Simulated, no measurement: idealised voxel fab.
Module name: voxel wiring stack (process module)
Square cell edge 5 nm, section width 205 nm, ID cut.
This document writes a cross-section as a grid whose cells are square, and gives it as bands, listed from the top down; one or more rows of cells form a band. First you get the band's top height and its bottom height, in nm, and then the materials it's made of, left to right, with each width in nm. If you see a single material with "everywhere", that one covers the band edge to edge. "blank" is empty space. Ref level 0: as-received wafer is one material below here. Bottom band extends down with no lower bound ("from 0 down"). Read "30->40" as a graded width: first number on top, second number at the bottom, same change between each pair of neighbouring rows. "stayed the same" (step): cross-section cells unchanged, all of them. "Sealed internal cavities": empty spaces of 8 cells or more with no open way to the top, each given as width x height at distance, distance from the left edge, all in nm. Read whatever lies past the settings on a step's line as the simulator's own remark about the step. If you see "overlay nm" on a step's line and that step has a mask, it's telling you how far right of where it was planned the mask ended up; a negative number means it went left instead.
### Intended process steps
1) RECEIVE: material Si
2) CONFORMAL_DEP: material SiO2, thk nm 10
3) CONFORMAL_DEP: material SiN, thk nm 5
4) DIRECTIONAL_DEP: material SiO2, thk nm 20
5) DIRECTIONAL_DEP: material aC, thk nm 15
6) PATTERN: tone open, mask id METAL_1, material resist, width nm 25, pitch nm 50, thk nm 35, overlay nm 0
7) DIRECTIONAL_ETCH: etch materials aC, depth nm 15
8) STRIP: etch materials resist
9) DIRECTIONAL_ETCH: etch materials SiO2, depth nm 20
10) DIRECTIONAL_ETCH: etch materials SiN, depth nm 5
11) STRIP: etch materials aC
12) CONFORMAL_DEP: material TiN, thk nm 5
13) FILL_DEP: material W, thk nm 5
14) CMP: height nm 35
15) EPI: material Ru, thk nm 5
16) FILL_DEP: material SiCN, thk nm 5
17) DIRECTIONAL_DEP: material lowk, thk nm 35
18) MASKED_ETCH: tone open, mask id METAL_2_HOLES, width nm 15, pitch nm 50, etch materials lowk, depth nm 35, overlay nm 0
19) MASKED_ETCH: tone open, mask id METAL_2, width nm 25, pitch nm 50, etch materials lowk, depth nm 20, overlay nm 0
20) MASKED_ETCH: tone open, mask id METAL_2, width nm 25, pitch nm 50, etch materials SiCN, depth nm 5, overlay nm 0
21) CONFORMAL_DEP: material TiN, thk nm 5
22) FILL_DEP: material Cu, thk nm 10
23) CMP: height nm 80
24) CONFORMAL_DEP: material SiCN, thk nm 5
25) DIRECTIONAL_DEP: material SiO2, thk nm 30
26) PATTERN: tone open, mask id METAL_3_HOLES, material resist, width nm 15, pitch nm 50, thk nm 15, overlay nm 0
27) DIRECTIONAL_ETCH: etch materials SiO2, depth nm 30
28) STRIP: etch materials resist
29) DIRECTIONAL_DEP: material aC, thk nm 15
30) PATTERN: tone open, mask id METAL_3, material resist, width nm 25, pitch nm 50, thk nm 35, overlay nm 0
31) DIRECTIONAL_ETCH: etch materials aC, depth nm 15
32) STRIP: etch materials resist
33) DIRECTIONAL_ETCH: etch materials SiO2, depth nm 20
34) DIRECTIONAL_ETCH: etch materials SiCN, depth nm 5
35) STRIP: etch materials aC
36) CONFORMAL_DEP: material TiN, thk nm 5
37) FILL_DEP: material Ru, thk nm 10
38) CMP: height nm 115
39) CONFORMAL_DEP: material SiCN, thk nm 5
### Wafer cross-section on receipt, i.e. after step 1
> from 0 down: Si everywhere
> Sealed internal cavities: none
### Same starting wafer, same plan as above, one mistake in the execution; this is the cross-section at the end of the module
> from 120 to 115: SiCN everywhere
> from 115 to 100: SiO2 (40) | TiN (5) | Ru (15) | TiN (5) | SiO2 (25) | TiN (5) | Ru (15) | TiN (5) | SiO2 (25) | TiN (5) | Ru (15) | TiN (5) | SiO2 (40)
> from 100 to 95: SiO2 (40) | TiN (5) | Ru (5) | TiN (15) | SiO2 (25) | TiN (5) | Ru (5) | TiN (15) | SiO2 (25) | TiN (5) | Ru (5) | TiN (15) | SiO2 (40)
> from 95 to 85: SiO2 (40) | TiN (5) | Ru (5) | TiN (5) | SiO2 (35) | TiN (5) | Ru (5) | TiN (5) | SiO2 (35) | TiN (5) | Ru (5) | TiN (5) | SiO2 (50)
> from 85 to 80: SiCN (40) | TiN (15) | SiCN (35) | TiN (15) | SiCN (35) | TiN (15) | SiCN (50)
> from 80 to 45: lowk (40) | TiN (5) | Cu (15) | TiN (5) | lowk (25) | TiN (5) | Cu (15) | TiN (5) | lowk (25) | TiN (5) | Cu (15) | TiN (5) | lowk (40)
> from 45 to 40: SiCN (40) | TiN (25) | SiCN (25) | TiN (25) | SiCN (25) | TiN (25) | SiCN (40)
> from 40 to 35: SiCN (35) | Ru (35) | SiCN (15) | Ru (35) | SiCN (15) | Ru (35) | SiCN (35)
> from 35 to 15: SiO2 (40) | TiN (5) | W (15) | TiN (5) | SiO2 (25) | TiN (5) | W (15) | TiN (5) | SiO2 (25) | TiN (5) | W (15) | TiN (5) | SiO2 (40)
> from 15 to 10: SiN (40) | TiN (25) | SiN (25) | TiN (25) | SiN (25) | TiN (25) | SiN (40)
> from 10 to 0: SiO2 everywhere
> from 0 down: Si everywhere
> Sealed internal cavities: none
Which mistake was made when the wafer was run? in the plan, step 19 was performed twice
